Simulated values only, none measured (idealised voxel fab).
Process module, titled voxel capacitor over wiring
The cross-section shown here is cut; it is 230 nm wide and divided into square cells measuring 5 nm on a side.
A cross-section is written here as square cells arranged in a grid, and it is given in bands from the top down, each band taking up one or more rows of cells.
Top height, bottom height, nm. Materials left to right, width each, nm. Single material + "all across" = fills band edge to edge. "air" = empty.
Zero point of the height axis is 0; under it, received wafer = one material. Lowest band: continues down indefinitely, "from 0 down".
The two numbers in a width such as "30->40" mark its ends across the band: the first belongs to the top row of cells, the second to the bottom row, and from each row to the next the width moves by the same amount.
You'll sometimes find "all unchanged" written for a step, and that's the way of saying that nowhere in the cross-section did a cell change during that step.
Listed in "Closed cavity list": every empty space of 8 or more cells without an open way to the top. Form: width x height at distance, the distance being from the left edge, all in nm.
after a step's settings: what the simulator itself notes on the step
"overlay nm" on a masked step: distance the mask lay right of its planned place, negative for left.

The process steps that were planned are listed below
1 RECEIVE [material Si]
2 CONFORMAL_DEP [material SiO2] [thk nm 10]
3 DIRECTIONAL_DEP [material TiN] [thk nm 5]
4 DIRECTIONAL_DEP [material W] [thk nm 25]
5 DIRECTIONAL_DEP [material aC] [thk nm 10]
6 PATTERN [tone cover] [mask id METAL_1] [material resist] [width nm 30] [pitch nm 85] [thk nm 30] [overlay nm 0]
7 DIRECTIONAL_ETCH [etch materials aC] [depth nm 10]
8 STRIP [etch materials resist]
9 DIRECTIONAL_ETCH [etch materials W] [depth nm 25]
10 DIRECTIONAL_ETCH [etch materials TiN] [depth nm 5]
11 STRIP [etch materials aC]
12 FILL_DEP [material SiO2] [thk nm 5]
13 CMP [height nm 40]
14 CONFORMAL_DEP [material SiCN] [thk nm 5]
15 DIRECTIONAL_DEP [material SiO2] [thk nm 20]
16 PATTERN [tone open] [mask id PLUG_1] [material resist] [width nm 15] [thk nm 20] [overlay nm 0]
17 DIRECTIONAL_ETCH [etch materials SiO2] [depth nm 20]
18 DIRECTIONAL_ETCH [etch materials SiCN] [depth nm 5]
19 STRIP [etch materials resist]
20 CONFORMAL_DEP [material TiN] [thk nm 5]
21 FILL_DEP [material Ru] [thk nm 10]
22 CMP [height nm 65]
23 DIRECTIONAL_DEP [material TiN] [thk nm 10]
24 DIRECTIONAL_DEP [material SiN] [thk nm 5]
25 DIRECTIONAL_DEP [material TiN] [thk nm 10]
26 PATTERN [tone cover] [mask id UPPER_PLATE] [material resist] [width nm 60] [thk nm 20] [overlay nm 0]
27 DIRECTIONAL_ETCH [etch materials TiN] [depth nm 10]
28 DIRECTIONAL_ETCH [etch materials SiN] [depth nm 5]
29 STRIP [etch materials resist]
30 PATTERN [tone cover] [mask id LOWER_PLATE] [material resist] [width nm 70] [thk nm 15] [overlay nm 0]
31 DIRECTIONAL_ETCH [etch materials TiN] [depth nm 10]
32 STRIP [etch materials resist]
33 FILL_DEP [material SiO2] [thk nm 15]
34 CMP [height nm 100]
35 PATTERN [tone open] [mask id PLUG_2] [material resist] [width nm 15] [thk nm 20] [overlay nm 0]
36 DIRECTIONAL_ETCH [etch materials SiO2] [depth nm 10]
37 STRIP [etch materials resist]
38 CONFORMAL_DEP [material TiN] [thk nm 5]
39 FILL_DEP [material W] [thk nm 10]
40 CMP [height nm 100]
41 CONFORMAL_DEP [material SiN] [thk nm 5]

Wafer cross-section on receipt, i.e. after step 1
  from 0 down: Si all across
  Closed cavity list: none

A wafer at the end: this start, this plan, one mistake
  from 105 to 100: SiN all across
  from 100 to 90: SiCN all across
  from 90 to 80: 70 SiCN; 60 TiN; 100 SiCN
  from 80 to 75: 70 SiCN; 60 SiN; 100 SiCN
  from 75 to 65: 65 SiCN; 70 TiN; 95 SiCN
  from 65 to 45: 70 SiO2; 5 TiN; 5 Ru; 5 TiN; 145 SiO2
  from 45 to 40: 70 SiCN; 15 TiN; 145 SiCN
  from 40 to 15: 55 SiO2; 30 W; 55 SiO2; 30 W; 60 SiO2
  from 15 to 10: 55 SiO2; 30 TiN; 55 SiO2; 30 TiN; 60 SiO2
  from 10 to 0: SiO2 all across
  from 0 down: Si all across
  Closed cavity list: none
The mistake made against the process plan was this: heads up, step 33 didn't go per plan, it actually ran as FILL_DEP [material SiCN] [thk nm 15]
